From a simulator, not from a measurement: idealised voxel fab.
Name of the process module below: voxel plated lines
Cross-section cut spans 245 nm and uses square cells 5 nm in size.
A cross-section is a grid of square cells, given in bands from the top down. A band is one or more rows of cells.
Heads up on the band format: heights come first, top then bottom, in nm. After that it's the materials left to right, each with its width in nm. A single material flagged "everywhere" fills the whole band edge to edge, and "blank" means there's empty space there.
Height datum 0, below which the as-received substrate wafer is one material. Lowest band open at the bottom, running downward: "top 0, no bottom".
The width entry "30..40" should be interpreted row by row: the top row of cells in the band takes the first number, the bottom row takes the second number, and the change between adjacent rows is uniform throughout.
"nothing different" after a step means that no cell of the cross-section changed.
In the "Listed closed voids" entry, you get each enclosed empty space of 8 cells or more, one with no open way to the top, written width x height at distance, distance from the left edge, in nm.
What comes after the settings on a step's line is commentary from the simulator itself on that step.
"overlay nm" denotes, for a step that has a mask, the displacement of the mask to the right of its planned place, with negative values corresponding to the left.

The following list gives the planned process steps:
1. RECEIVE: material Si
2. CONFORMAL_DEP: material SiN, thk nm 15
3. DIRECTIONAL_DEP: material TiN, thk nm 5
4. PATTERN: tone open, mask id LINES, material resist, width nm 20, pitch nm 45, thk nm 15, overlay nm 0
5. EPI: material Ru, thk nm 10
6. STRIP: etch materials resist
7. DIRECTIONAL_ETCH: etch materials TiN, depth nm 5
8. CONFORMAL_DEP: material SiO2, thk nm 5

Here's what the wafer looked like in cross-section when it arrived - that's after step 1:
    top 0, no bottom = Si everywhere
    Listed closed voids: none

The cross-section shown corresponds to the wafer at the conclusion of the module. The initial structure and the process plan are those presented above; however, one mistake occurred in executing the plan:
    top 45, bottom 40 = blank 35 nm  SiO2 40 nm  blank 5 nm  SiO2 40 nm  blank 5 nm  SiO2 40 nm  blank 5 nm  SiO2 40 nm  blank 35 nm
    top 40, bottom 30 = blank 35 nm  SiO2 5..10 nm  Ru 30..20 nm  SiO2 5..10 nm  blank 5 nm  SiO2 5..10 nm  Ru 30..20 nm  SiO2 5..10 nm  blank 5 nm  SiO2 5..10 nm  Ru 30..20 nm  SiO2 5..10 nm  blank 5 nm  SiO2 5..10 nm  Ru 30..20 nm  SiO2 5..10 nm  blank 35 nm
    top 30, bottom 20 = blank 40..35 nm  SiO2 5..10 nm  Ru 20 nm  SiO2 5..10 nm  blank 15..5 nm  SiO2 5..10 nm  Ru 20 nm  SiO2 5..10 nm  blank 15..5 nm  SiO2 5..10 nm  Ru 20 nm  SiO2 5..10 nm  blank 15..5 nm  SiO2 5..10 nm  Ru 20 nm  SiO2 5..10 nm  blank 40..35 nm
    top 20, bottom 15 = SiO2 40 nm  TiN 30 nm  SiO2 15 nm  TiN 30 nm  SiO2 15 nm  TiN 30 nm  SiO2 15 nm  TiN 30 nm  SiO2 40 nm
    top 15, bottom 0 = SiN everywhere
    top 0, no bottom = Si everywhere
    Listed closed voids: none
Error vs. plan: step 5 of the plan was performed twice
